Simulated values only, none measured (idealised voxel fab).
The document below concerns the process module designated voxel transistor to metal.
Square cell edge 5 nm, section width 140 nm, ID cut.
The cross-sections in this document take the form of a grid made of square cells. They are written out as bands, in order from top to bottom. Each band consists of one or more rows of cells. Quick guide to a band line: top height, bottom height (nm) up front; then every material left to right with its width in nm. Only one material and it's marked "everywhere"? Then it fills the band edge to edge. And "empty" just means empty space. All heights in this document are referenced to 0, defined as the level beneath which the wafer, as received, consists entirely of one material. The lowest band is not bounded below; it extends indefinitely downward and is written in the form "from 0 down". You'd read "30 to 40" like this: the band's top row of cells is as wide as the first number, its bottom row is as wide as the second, and going down, every row changes width by the same amount as the row before did. "same as before" after a step means that no cell of the cross-section changed. Any empty space of 8 cells or more lacking an open way to the top shows up in "Enclosed cavities" as width x height at distance, distance from the left edge, in nm. Where a step's line continues beyond its settings, the continuation is a remark by the simulator itself on that step. If you see "overlay nm" on a step's line and that step has a mask, it's telling you how far right of where it was planned the mask ended up; a negative number means it went left instead.
[Process steps foreseen in the plan]
1,RECEIVE,material Si
2,CONFORMAL_DEP,material SiO2,thk nm 5
3,CONFORMAL_DEP,material SiN,thk nm 10
4,MASKED_ETCH,tone cover,mask id ACTIVE,width nm 110,etch materials SiN,depth nm 10,overlay nm 0
5,MASKED_ETCH,tone cover,mask id ACTIVE,width nm 110,etch materials SiO2,depth nm 5,overlay nm 0
6,MASKED_ETCH,tone cover,mask id ACTIVE,width nm 110,etch materials Si,depth nm 25,overlay nm 0
7,FILL_DEP,material SiO2,thk nm 10
8,CMP,height nm 15
9,SELECTIVE_ETCH,etch materials SiO2,depth nm 5
10,STRIP,etch materials SiN
11,SELECTIVE_ETCH,etch materials SiO2,depth nm 5
12,OXIDIZE,depth nm 5
13,DIRECTIONAL_DEP,material polySi,thk nm 20
14,DIRECTIONAL_DEP,material SiCN,thk nm 15
15,PATTERN,tone cover,mask id GATE,material resist,width nm 20,thk nm 15,overlay nm 0
16,DIRECTIONAL_ETCH,etch materials SiCN,depth nm 25
17,DIRECTIONAL_ETCH,etch materials polySi,depth nm 30
18,STRIP,etch materials resist
19,CONFORMAL_DEP,material SiN,thk nm 5
20,DIRECTIONAL_ETCH,etch materials SiN,depth nm 5
21,DIRECTIONAL_ETCH,etch materials SiO2,depth nm 5
22,DIRECTIONAL_ETCH,etch materials Si,depth nm 5
23,EPI,material pSi,thk nm 5
24,FILL_DEP,material SiO2,thk nm 10
25,CMP,height nm 35
26,DIRECTIONAL_DEP,material SiO2,thk nm 10
27,DIRECTIONAL_DEP,material aC,thk nm 15
28,PATTERN,tone open,mask id CONTACT,material resist,width nm 30,pitch nm 60,thk nm 35,overlay nm 0
29,DIRECTIONAL_ETCH,etch materials aC,depth nm 15
30,STRIP,etch materials resist
31,DIRECTIONAL_ETCH,etch materials SiO2,depth nm 50
32,STRIP,etch materials aC
33,CONFORMAL_DEP,material TiN,thk nm 5
34,FILL_DEP,material W,thk nm 5
35,CMP,height nm 45
36,DIRECTIONAL_DEP,material TiN,thk nm 5
37,DIRECTIONAL_DEP,material W,thk nm 20
38,MASKED_ETCH,tone cover,mask id METAL_1,width nm 15,pitch nm 75,etch materials W,depth nm 20,overlay nm 0
39,MASKED_ETCH,tone cover,mask id METAL_1,width nm 15,pitch nm 75,etch materials TiN,depth nm 5,overlay nm 0
40,CONFORMAL_DEP,material SiN,thk nm 5
41,FILL_DEP,material SiO2,thk nm 5
42,CMP,height nm 70
43,CONFORMAL_DEP,material SiCN,thk nm 5
[Wafer, first of two, run as planned]
[So this is the incoming wafer in cross-section - it's already been through step 1]
> from 0 down: Si everywhere
> Enclosed cavities: none
[Sectional view: wafer, after step 2]
> from 5 to 0: SiO2 everywhere
> Below 0, the layers are the same as they were.
[Sectional view: wafer, after step 3]
> from 15 to 5: SiN everywhere
> Below 5, the layers are the same as they were.
[Sectional view: wafer, after step 4]
> from 15 to 5: empty: 15, SiN: 110, empty: 15
> Below 5, the layers are the same as they were.
[Sectional view: wafer, after step 5]
> from 15 to 5: empty: 15, SiN: 110, empty: 15
> from 5 to 0: empty: 15, SiO2: 110, empty: 15
> Below 0, the layers are the same as they were.
[Sectional view: wafer, after step 6]
> from 15 to 5: empty: 15, SiN: 110, empty: 15
> from 5 to 0: empty: 15, SiO2: 110, empty: 15
> from 0 to -25: empty: 15, Si: 110, empty: 15
> Below -25, the layers are the same as they were.
[Sectional view: wafer, after step 7]
> from 25 to 15: SiO2 everywhere
> from 15 to 5: SiO2: 15, SiN: 110, SiO2: 15
> from 5 to 0: SiO2 everywhere
> from 0 to -25: SiO2: 15, Si: 110, SiO2: 15
> Below -25, the layers are the same as they were.
[Sectional view: wafer, after step 8]
> from 15 to 5: SiO2: 15, SiN: 110, SiO2: 15
> Below 5, the layers are the same as they were.
[Sectional view: wafer, after step 9]
> from 15 to 10: empty: 15, SiN: 110, empty: 15
> Below 10, the layers are the same as they were.
[Sectional view: wafer, after step 10]
> from 10 to 5: SiO2: 15, empty: 110, SiO2: 15
> Below 5, the layers are the same as they were.
[Sectional view: wafer, after step 11]
> from 5 to 0: SiO2: 10, empty: 120, SiO2: 10
> Below 0, the layers are the same as they were.
[Sectional view: wafer, after step 12]
> from 5 to 0: SiO2: 10, empty: 120, SiO2: 10
> from 0 to -5: SiO2 everywhere
> Below -5, the layers are the same as they were.
[Sectional view: wafer, after step 13]
> from 25 to 20: polySi: 10, empty: 120, polySi: 10
> from 20 to 5: polySi everywhere
> from 5 to 0: SiO2: 10, polySi: 120, SiO2: 10
> Below 0, the layers are the same as they were.
[Sectional view: wafer, after step 14]
> from 40 to 35: SiCN: 10, empty: 120, SiCN: 10
> from 35 to 25: SiCN everywhere
> from 25 to 20: polySi: 10, SiCN: 120, polySi: 10
> Below 20, the layers are the same as they were.
[Sectional view: wafer, after step 15]
> from 55 to 40: empty: 60, resist: 20, empty: 60
> from 40 to 35: SiCN: 10, empty: 50, resist: 20, empty: 50, SiCN: 10
> Below 35, the layers are the same as they were.
[Sectional view: wafer, after step 16]
> from 55 to 35: empty: 60, resist: 20, empty: 60
> from 35 to 25: empty: 60, SiCN: 20, empty: 60
> from 25 to 20: polySi: 10, empty: 50, SiCN: 20, empty: 50, polySi: 10
> Below 20, the layers are the same as they were.
[Sectional view: wafer, after step 17]
> from 55 to 35: empty: 60, resist: 20, empty: 60
> from 35 to 20: empty: 60, SiCN: 20, empty: 60
> from 20 to 5: empty: 60, polySi: 20, empty: 60
> from 5 to 0: SiO2: 10, empty: 50, polySi: 20, empty: 50, SiO2: 10
> Below 0, the layers are the same as they were.
[Sectional view: wafer, after step 18]
> from 35 to 20: empty: 60, SiCN: 20, empty: 60
> Below 20, the layers are the same as they were.
[Sectional view: wafer, after step 19]
> from 40 to 35: empty: 55, SiN: 30, empty: 55
> from 35 to 20: empty: 55, SiN: 5, SiCN: 20, SiN: 5, empty: 55
> from 20 to 10: empty: 55, SiN: 5, polySi: 20, SiN: 5, empty: 55
> from 10 to 5: SiN: 15, empty: 40, SiN: 5, polySi: 20, SiN: 5, empty: 40, SiN: 15
> from 5 to 0: SiO2: 10, SiN: 50, polySi: 20, SiN: 50, SiO2: 10
> Below 0, the layers are the same as they were.
[Sectional view: wafer, after step 20]
> from 35 to 20: empty: 55, SiN: 5, SiCN: 20, SiN: 5, empty: 55
> from 20 to 5: empty: 55, SiN: 5, polySi: 20, SiN: 5, empty: 55
> from 5 to 0: SiO2: 10, SiN: 5, empty: 40, SiN: 5, polySi: 20, SiN: 5, empty: 40, SiN: 5, SiO2: 10
> Below 0, the layers are the same as they were.
[Sectional view: wafer, after step 21]
> from 35 to 20: empty: 55, SiN: 5, SiCN: 20, SiN: 5, empty: 55
> from 20 to 5: empty: 55, SiN: 5, polySi: 20, SiN: 5, empty: 55
> from 5 to 0: empty: 10, SiN: 5, empty: 40, SiN: 5, polySi: 20, SiN: 5, empty: 40, SiN: 5, empty: 10
> from 0 to -5: SiO2: 15, empty: 40, SiO2: 30, empty: 40, SiO2: 15
> Below -5, the layers are the same as they were.
[Sectional view: wafer, after step 22]
> from 35 to 20: empty: 55, SiN: 5, SiCN: 20, SiN: 5, empty: 55
> from 20 to 5: empty: 55, SiN: 5, polySi: 20, SiN: 5, empty: 55
> from 5 to 0: empty: 10, SiN: 5, empty: 40, SiN: 5, polySi: 20, SiN: 5, empty: 40, SiN: 5, empty: 10
> from 0 to -5: SiO2: 15, empty: 40, SiO2: 30, empty: 40, SiO2: 15
> from -5 to -10: SiO2: 15, empty: 40, Si: 30, empty: 40, SiO2: 15
> Below -10, the layers are the same as they were.
[Sectional view: wafer, after step 23]
> from 35 to 20: empty: 55, SiN: 5, SiCN: 20, SiN: 5, empty: 55
> from 20 to 5: empty: 55, SiN: 5, polySi: 20, SiN: 5, empty: 55
> from 5 to 0: empty: 10, SiN: 5, empty: 40, SiN: 5, polySi: 20, SiN: 5, empty: 40, SiN: 5, empty: 10
> from 0 to -5: SiO2: 15, empty: 35, pSi: 5, SiO2: 30, pSi: 5, empty: 35, SiO2: 15
> from -5 to -10: SiO2: 15, pSi: 40, Si: 30, pSi: 40, SiO2: 15
> Below -10, the layers are the same as they were.
[Sectional view: wafer, after step 24]
> from 45 to 35: SiO2 everywhere
> from 35 to 20: SiO2: 55, SiN: 5, SiCN: 20, SiN: 5, SiO2: 55
> from 20 to 5: SiO2: 55, SiN: 5, polySi: 20, SiN: 5, SiO2: 55
> from 5 to 0: SiO2: 10, SiN: 5, SiO2: 40, SiN: 5, polySi: 20, SiN: 5, SiO2: 40, SiN: 5, SiO2: 10
> from 0 to -5: SiO2: 50, pSi: 5, SiO2: 30, pSi: 5, SiO2: 50
> Below -5, the layers are the same as they were.
[Sectional view: wafer, after step 25]
> from 35 to 20: SiO2: 55, SiN: 5, SiCN: 20, SiN: 5, SiO2: 55
> Below 20, the layers are the same as they were.
[Sectional view: wafer, after step 26]
> from 45 to 35: SiO2 everywhere
> Below 35, the layers are the same as they were.
[Sectional view: wafer, after step 27]
> from 60 to 45: aC everywhere
> Below 45, the layers are the same as they were.
[Sectional view: wafer, after step 28]
> from 95 to 60: resist: 25, empty: 30, resist: 30, empty: 30, resist: 25
> Below 60, the layers are the same as they were.
[Sectional view: wafer, after step 29]
> from 80 to 60: resist: 25, empty: 30, resist: 30, empty: 30, resist: 25
> from 60 to 45: aC: 25, empty: 30, aC: 30, empty: 30, aC: 25
> Below 45, the layers are the same as they were.
[Sectional view: wafer, after step 30]
> from 60 to 45: aC: 25, empty: 30, aC: 30, empty: 30, aC: 25
> Below 45, the layers are the same as they were.
[Sectional view: wafer, after step 31]
> from 60 to 45: aC: 25, empty: 30, aC: 30, empty: 30, aC: 25
> from 45 to 35: SiO2: 25, empty: 30, SiO2: 30, empty: 30, SiO2: 25
> from 35 to 20: SiO2: 25, empty: 30, SiN: 5, SiCN: 20, SiN: 5, empty: 30, SiO2: 25
> from 20 to 5: SiO2: 25, empty: 30, SiN: 5, polySi: 20, SiN: 5, empty: 30, SiO2: 25
> from 5 to 0: SiO2: 10, SiN: 5, SiO2: 10, empty: 30, SiN: 5, polySi: 20, SiN: 5, empty: 30, SiO2: 10, SiN: 5, SiO2: 10
> from 0 to -5: SiO2: 25, empty: 25, pSi: 5, SiO2: 30, pSi: 5, empty: 25, SiO2: 25
> Below -5, the layers are the same as they were.
[Sectional view: wafer, after step 32]
> from 45 to 35: SiO2: 25, empty: 30, SiO2: 30, empty: 30, SiO2: 25
> Below 35, the layers are the same as they were.
[Sectional view: wafer, after step 33]
> from 50 to 45: TiN: 30, empty: 20, TiN: 40, empty: 20, TiN: 30
> from 45 to 35: SiO2: 25, TiN: 5, empty: 20, TiN: 5, SiO2: 30, TiN: 5, empty: 20, TiN: 5, SiO2: 25
> from 35 to 20: SiO2: 25, TiN: 5, empty: 20, TiN: 5, SiN: 5, SiCN: 20, SiN: 5, TiN: 5, empty: 20, TiN: 5, SiO2: 25
> from 20 to 5: SiO2: 25, TiN: 5, empty: 20, TiN: 5, SiN: 5, polySi: 20, SiN: 5, TiN: 5, empty: 20, TiN: 5, SiO2: 25
> from 5 to 0: SiO2: 10, SiN: 5, SiO2: 10, TiN: 5, empty: 15, TiN: 10, SiN: 5, polySi: 20, SiN: 5, TiN: 10, empty: 15, TiN: 5, SiO2: 10, SiN: 5, SiO2: 10
> from 0 to -5: SiO2: 25, TiN: 25, pSi: 5, SiO2: 30, pSi: 5, TiN: 25, SiO2: 25
> Below -5, the layers are the same as they were.
[Sectional view: wafer, after step 34]
> from 55 to 50: W everywhere
> from 50 to 45: TiN: 30, W: 20, TiN: 40, W: 20, TiN: 30
> from 45 to 35: SiO2: 25, TiN: 5, W: 20, TiN: 5, SiO2: 30, TiN: 5, W: 20, TiN: 5, SiO2: 25
> from 35 to 20: SiO2: 25, TiN: 5, W: 20, TiN: 5, SiN: 5, SiCN: 20, SiN: 5, TiN: 5, W: 20, TiN: 5, SiO2: 25
> from 20 to 5: SiO2: 25, TiN: 5, W: 20, TiN: 5, SiN: 5, polySi: 20, SiN: 5, TiN: 5, W: 20, TiN: 5, SiO2: 25
> from 5 to 0: SiO2: 10, SiN: 5, SiO2: 10, TiN: 5, W: 15, TiN: 10, SiN: 5, polySi: 20, SiN: 5, TiN: 10, W: 15, TiN: 5, SiO2: 10, SiN: 5, SiO2: 10
> Below 0, the layers are the same as they were.
[Sectional view: wafer, after step 35]
> from 45 to 35: SiO2: 25, TiN: 5, W: 20, TiN: 5, SiO2: 30, TiN: 5, W: 20, TiN: 5, SiO2: 25
> Below 35, the layers are the same as they were.
[Sectional view: wafer, after step 36]
> from 50 to 45: TiN everywhere
> Below 45, the layers are the same as they were.
[Sectional view: wafer, after step 37]
> from 70 to 50: W everywhere
> Below 50, the layers are the same as they were.
[Sectional view: wafer, after step 38]
> from 70 to 50: empty: 25, W: 15, empty: 60, W: 15, empty: 25
> Below 50, the layers are the same as they were.
[Sectional view: wafer, after step 39]
> from 70 to 50: empty: 25, W: 15, empty: 60, W: 15, empty: 25
> from 50 to 45: empty: 25, TiN: 15, empty: 60, TiN: 15, empty: 25
> Below 45, the layers are the same as they were.
[Sectional view: wafer, after step 40]
> from 75 to 70: empty: 20, SiN: 25, empty: 50, SiN: 25, empty: 20
> from 70 to 50: empty: 20, SiN: 5, W: 15, SiN: 5, empty: 50, SiN: 5, W: 15, SiN: 5, empty: 20
> from 50 to 45: SiN: 25, TiN: 15, SiN: 60, TiN: 15, SiN: 25
> Below 45, the layers are the same as they were.
[Sectional view: wafer, after step 41]
> from 80 to 75: SiO2 everywhere
> from 75 to 70: SiO2: 20, SiN: 25, SiO2: 50, SiN: 25, SiO2: 20
> from 70 to 50: SiO2: 20, SiN: 5, W: 15, SiN: 5, SiO2: 50, SiN: 5, W: 15, SiN: 5, SiO2: 20
> Below 50, the layers are the same as they were.
[Sectional view: wafer, after step 42]
> from 70 to 50: SiO2: 20, SiN: 5, W: 15, SiN: 5, SiO2: 50, SiN: 5, W: 15, SiN: 5, SiO2: 20
> Below 50, the layers are the same as they were.
[Sectional view: wafer, after step 43]
> from 75 to 70: SiCN everywhere
> Below 70, the layers are the same as they were.
[The Second Wafer: Common Origin and Plan, One Mistake in Execution, Identical to the First Through Step 8]
[Here is the second wafer in cross-section at the point where step 9 of the plan should have been done]
> from 15 to 5: SiO2: 15, empty: 110, SiO2: 15
> Below 5, the layers are the same as they were.
[Here is the second wafer in cross-section at the point where step 10 of the plan should have been done]
> from 10 to 0: SiO2: 10, empty: 120, SiO2: 10
> Below 0, the layers are the same as they were.
[Here is the second wafer in cross-section at the point where step 11 of the plan should have been done]
> from 5 to 0: SiO2: 5, empty: 130, SiO2: 5
> from 0 to -5: SiO2: 5, empty: 10, Si: 110, empty: 10, SiO2: 5
> Below -5, the layers are the same as they were.
[Here is the second wafer in cross-section at the point where step 12 of the plan should have been done]
> from 5 to 0: SiO2: 5, empty: 130, SiO2: 5
> from 0 to -5: SiO2: 5, empty: 10, SiO2: 110, empty: 10, SiO2: 5
> from -5 to -10: SiO2: 20, Si: 100, SiO2: 20
> Below -10, the layers are the same as they were.
[Here is the second wafer in cross-section at the point where step 13 of the plan should have been done]
> from 25 to 20: polySi: 5, empty: 130, polySi: 5
> from 20 to 15: polySi: 5, empty: 10, polySi: 110, empty: 10, polySi: 5
> from 15 to 5: polySi everywhere
> from 5 to 0: SiO2: 5, polySi: 130, SiO2: 5
> from 0 to -5: SiO2: 5, polySi: 10, SiO2: 110, polySi: 10, SiO2: 5
> Below -5, the layers are the same as they were.
[Here is the second wafer in cross-section at the point where step 14 of the plan should have been done]
> from 40 to 35: SiCN: 5, empty: 130, SiCN: 5
> from 35 to 30: SiCN: 5, empty: 10, SiCN: 110, empty: 10, SiCN: 5
> from 30 to 25: SiCN everywhere
> from 25 to 20: polySi: 5, SiCN: 130, polySi: 5
> from 20 to 15: polySi: 5, SiCN: 10, polySi: 110, SiCN: 10, polySi: 5
> Below 15, the layers are the same as they were.
[Here is the second wafer in cross-section at the point where step 15 of the plan should have been done]
> from 55 to 40: empty: 60, resist: 20, empty: 60
> from 40 to 35: SiCN: 5, empty: 55, resist: 20, empty: 55, SiCN: 5
> Below 35, the layers are the same as they were.
[Here is the second wafer in cross-section at the point where step 16 of the plan should have been done]
> from 55 to 35: empty: 60, resist: 20, empty: 60
> from 35 to 25: empty: 60, SiCN: 20, empty: 60
> from 25 to 20: polySi: 5, empty: 55, SiCN: 20, empty: 55, polySi: 5
> from 20 to 15: polySi: 5, empty: 10, polySi: 110, empty: 10, polySi: 5
> Below 15, the layers are the same as they were.
[Here is the second wafer in cross-section at the point where step 17 of the plan should have been done]
> from 55 to 35: empty: 60, resist: 20, empty: 60
> from 35 to 20: empty: 60, SiCN: 20, empty: 60
> from 20 to 5: empty: 60, polySi: 20, empty: 60
> from 5 to 0: SiO2: 5, empty: 55, polySi: 20, empty: 55, SiO2: 5
> from 0 to -5: SiO2: 5, empty: 10, SiO2: 110, empty: 10, SiO2: 5
> Below -5, the layers are the same as they were.
[Here is the second wafer in cross-section at the point where step 18 of the plan should have been done]
> from 35 to 20: empty: 60, SiCN: 20, empty: 60
> Below 20, the layers are the same as they were.
[Here is the second wafer in cross-section at the point where step 19 of the plan should have been done]
> from 40 to 35: empty: 55, SiN: 30, empty: 55
> from 35 to 20: empty: 55, SiN: 5, SiCN: 20, SiN: 5, empty: 55
> from 20 to 10: empty: 55, SiN: 5, polySi: 20, SiN: 5, empty: 55
> from 10 to 5: SiN: 10, empty: 45, SiN: 5, polySi: 20, SiN: 5, empty: 45, SiN: 10
> from 5 to 0: SiO2: 5, SiN: 55, polySi: 20, SiN: 55, SiO2: 5
> from 0 to -5: SiO2: 5, SiN: 10, SiO2: 110, SiN: 10, SiO2: 5
> Below -5, the layers are the same as they were.
[Here is the second wafer in cross-section at the point where step 20 of the plan should have been done]
> from 35 to 20: empty: 55, SiN: 5, SiCN: 20, SiN: 5, empty: 55
> from 20 to 5: empty: 55, SiN: 5, polySi: 20, SiN: 5, empty: 55
> from 5 to 0: SiO2: 5, SiN: 5, empty: 45, SiN: 5, polySi: 20, SiN: 5, empty: 45, SiN: 5, SiO2: 5
> Below 0, the layers are the same as they were.
[Here is the second wafer in cross-section at the point where step 21 of the plan should have been done]
> from 35 to 20: empty: 55, SiN: 5, SiCN: 20, SiN: 5, empty: 55
> from 20 to 5: empty: 55, SiN: 5, polySi: 20, SiN: 5, empty: 55
> from 5 to 0: empty: 5, SiN: 5, empty: 45, SiN: 5, polySi: 20, SiN: 5, empty: 45, SiN: 5, empty: 5
> from 0 to -5: SiO2: 5, SiN: 10, empty: 40, SiO2: 30, empty: 40, SiN: 10, SiO2: 5
> Below -5, the layers are the same as they were.
[Here is the second wafer in cross-section at the point where step 22 of the plan should have been done]
> from 35 to 20: empty: 55, SiN: 5, SiCN: 20, SiN: 5, empty: 55
> from 20 to 5: empty: 55, SiN: 5, polySi: 20, SiN: 5, empty: 55
> from 5 to 0: empty: 5, SiN: 5, empty: 45, SiN: 5, polySi: 20, SiN: 5, empty: 45, SiN: 5, empty: 5
> from 0 to -5: SiO2: 5, SiN: 10, empty: 40, SiO2: 30, empty: 40, SiN: 10, SiO2: 5
> from -5 to -10: SiO2: 20, empty: 35, Si: 30, empty: 35, SiO2: 20
> Below -10, the layers are the same as they were.
[Here is the second wafer in cross-section at the point where step 23 of the plan should have been done]
> from 35 to 20: empty: 55, SiN: 5, SiCN: 20, SiN: 5, empty: 55
> from 20 to 5: empty: 55, SiN: 5, polySi: 20, SiN: 5, empty: 55
> from 5 to 0: empty: 5, SiN: 5, empty: 45, SiN: 5, polySi: 20, SiN: 5, empty: 45, SiN: 5, empty: 5
> from 0 to -5: SiO2: 5, SiN: 10, empty: 35, pSi: 5, SiO2: 30, pSi: 5, empty: 35, SiN: 10, SiO2: 5
> from -5 to -10: SiO2: 20, pSi: 35, Si: 30, pSi: 35, SiO2: 20
> Below -10, the layers are the same as they were.
[Here is the second wafer in cross-section at the point where step 24 of the plan should have been done]
> from 45 to 35: SiO2 everywhere
> from 35 to 20: SiO2: 55, SiN: 5, SiCN: 20, SiN: 5, SiO2: 55
> from 20 to 5: SiO2: 55, SiN: 5, polySi: 20, SiN: 5, SiO2: 55
> from 5 to 0: SiO2: 5, SiN: 5, SiO2: 45, SiN: 5, polySi: 20, SiN: 5, SiO2: 45, SiN: 5, SiO2: 5
> from 0 to -5: SiO2: 5, SiN: 10, SiO2: 35, pSi: 5, SiO2: 30, pSi: 5, SiO2: 35, SiN: 10, SiO2: 5
> Below -5, the layers are the same as they were.
[Here is the second wafer in cross-section at the point where step 25 of the plan should have been done]
> from 35 to 20: SiO2: 55, SiN: 5, SiCN: 20, SiN: 5, SiO2: 55
> Below 20, the layers are the same as they were.
[Here is the second wafer in cross-section at the point where step 26 of the plan should have been done]
> from 45 to 35: SiO2 everywhere
> Below 35, the layers are the same as they were.
[Here is the second wafer in cross-section at the point where step 27 of the plan should have been done]
> from 60 to 45: aC everywhere
> Below 45, the layers are the same as they were.
[Here is the second wafer in cross-section at the point where step 28 of the plan should have been done]
> from 95 to 60: resist: 25, empty: 30, resist: 30, empty: 30, resist: 25
> Below 60, the layers are the same as they were.
[Here is the second wafer in cross-section at the point where step 29 of the plan should have been done]
> from 80 to 60: resist: 25, empty: 30, resist: 30, empty: 30, resist: 25
> from 60 to 45: aC: 25, empty: 30, aC: 30, empty: 30, aC: 25
> Below 45, the layers are the same as they were.
[Here is the second wafer in cross-section at the point where step 30 of the plan should have been done]
> from 60 to 45: aC: 25, empty: 30, aC: 30, empty: 30, aC: 25
> Below 45, the layers are the same as they were.
[Here is the second wafer in cross-section at the point where step 31 of the plan should have been done]
> from 60 to 45: aC: 25, empty: 30, aC: 30, empty: 30, aC: 25
> from 45 to 35: SiO2: 25, empty: 30, SiO2: 30, empty: 30, SiO2: 25
> from 35 to 20: SiO2: 25, empty: 30, SiN: 5, SiCN: 20, SiN: 5, empty: 30, SiO2: 25
> from 20 to 5: SiO2: 25, empty: 30, SiN: 5, polySi: 20, SiN: 5, empty: 30, SiO2: 25
> from 5 to 0: SiO2: 5, SiN: 5, SiO2: 15, empty: 30, SiN: 5, polySi: 20, SiN: 5, empty: 30, SiO2: 15, SiN: 5, SiO2: 5
> from 0 to -5: SiO2: 5, SiN: 10, SiO2: 10, empty: 25, pSi: 5, SiO2: 30, pSi: 5, empty: 25, SiO2: 10, SiN: 10, SiO2: 5
> Below -5, the layers are the same as they were.
[Here is the second wafer in cross-section at the point where step 32 of the plan should have been done]
> from 45 to 35: SiO2: 25, empty: 30, SiO2: 30, empty: 30, SiO2: 25
> Below 35, the layers are the same as they were.
[Here is the second wafer in cross-section at the point where step 33 of the plan should have been done]
> from 50 to 45: TiN: 30, empty: 20, TiN: 40, empty: 20, TiN: 30
> from 45 to 35: SiO2: 25, TiN: 5, empty: 20, TiN: 5, SiO2: 30, TiN: 5, empty: 20, TiN: 5, SiO2: 25
> from 35 to 20: SiO2: 25, TiN: 5, empty: 20, TiN: 5, SiN: 5, SiCN: 20, SiN: 5, TiN: 5, empty: 20, TiN: 5, SiO2: 25
> from 20 to 5: SiO2: 25, TiN: 5, empty: 20, TiN: 5, SiN: 5, polySi: 20, SiN: 5, TiN: 5, empty: 20, TiN: 5, SiO2: 25
> from 5 to 0: SiO2: 5, SiN: 5, SiO2: 15, TiN: 5, empty: 15, TiN: 10, SiN: 5, polySi: 20, SiN: 5, TiN: 10, empty: 15, TiN: 5, SiO2: 15, SiN: 5, SiO2: 5
> from 0 to -5: SiO2: 5, SiN: 10, SiO2: 10, TiN: 25, pSi: 5, SiO2: 30, pSi: 5, TiN: 25, SiO2: 10, SiN: 10, SiO2: 5
> Below -5, the layers are the same as they were.
[Here is the second wafer in cross-section at the point where step 34 of the plan should have been done]
> from 55 to 50: W everywhere
> from 50 to 45: TiN: 30, W: 20, TiN: 40, W: 20, TiN: 30
> from 45 to 35: SiO2: 25, TiN: 5, W: 20, TiN: 5, SiO2: 30, TiN: 5, W: 20, TiN: 5, SiO2: 25
> from 35 to 20: SiO2: 25, TiN: 5, W: 20, TiN: 5, SiN: 5, SiCN: 20, SiN: 5, TiN: 5, W: 20, TiN: 5, SiO2: 25
> from 20 to 5: SiO2: 25, TiN: 5, W: 20, TiN: 5, SiN: 5, polySi: 20, SiN: 5, TiN: 5, W: 20, TiN: 5, SiO2: 25
> from 5 to 0: SiO2: 5, SiN: 5, SiO2: 15, TiN: 5, W: 15, TiN: 10, SiN: 5, polySi: 20, SiN: 5, TiN: 10, W: 15, TiN: 5, SiO2: 15, SiN: 5, SiO2: 5
> Below 0, the layers are the same as they were.
[Here is the second wafer in cross-section at the point where step 35 of the plan should have been done]
> from 45 to 35: SiO2: 25, TiN: 5, W: 20, TiN: 5, SiO2: 30, TiN: 5, W: 20, TiN: 5, SiO2: 25
> Below 35, the layers are the same as they were.
[Here is the second wafer in cross-section at the point where step 36 of the plan should have been done]
> from 50 to 45: TiN everywhere
> Below 45, the layers are the same as they were.
[Here is the second wafer in cross-section at the point where step 37 of the plan should have been done]
> from 70 to 50: W everywhere
> Below 50, the layers are the same as they were.
[Here is the second wafer in cross-section at the point where step 38 of the plan should have been done]
> from 70 to 50: empty: 25, W: 15, empty: 60, W: 15, empty: 25
> Below 50, the layers are the same as they were.
[Here is the second wafer in cross-section at the point where step 39 of the plan should have been done]
> from 70 to 50: empty: 25, W: 15, empty: 60, W: 15, empty: 25
> from 50 to 45: empty: 25, TiN: 15, empty: 60, TiN: 15, empty: 25
> Below 45, the layers are the same as they were.
[Here is the second wafer in cross-section at the point where step 40 of the plan should have been done]
> from 75 to 70: empty: 20, SiN: 25, empty: 50, SiN: 25, empty: 20
> from 70 to 50: empty: 20, SiN: 5, W: 15, SiN: 5, empty: 50, SiN: 5, W: 15, SiN: 5, empty: 20
> from 50 to 45: SiN: 25, TiN: 15, SiN: 60, TiN: 15, SiN: 25
> Below 45, the layers are the same as they were.
[Here is the second wafer in cross-section at the point where step 41 of the plan should have been done]
> from 80 to 75: SiO2 everywhere
> from 75 to 70: SiO2: 20, SiN: 25, SiO2: 50, SiN: 25, SiO2: 20
> from 70 to 50: SiO2: 20, SiN: 5, W: 15, SiN: 5, SiO2: 50, SiN: 5, W: 15, SiN: 5, SiO2: 20
> Below 50, the layers are the same as they were.
[Here is the second wafer in cross-section at the point where step 42 of the plan should have been done]
> from 70 to 50: SiO2: 20, SiN: 5, W: 15, SiN: 5, SiO2: 50, SiN: 5, W: 15, SiN: 5, SiO2: 20
> Below 50, the layers are the same as they were.
[Here is the second wafer in cross-section at the point where step 43 of the plan should have been done]
> from 75 to 70: SiCN everywhere
> Below 70, the layers are the same as they were.
Misprocessing identified: swap of plan steps 9 and 10 during execution
FYI, end of process, the second wafer has more or fewer cells of some materials than the first: +4 SiN, -2 SiO2, -2 pSi
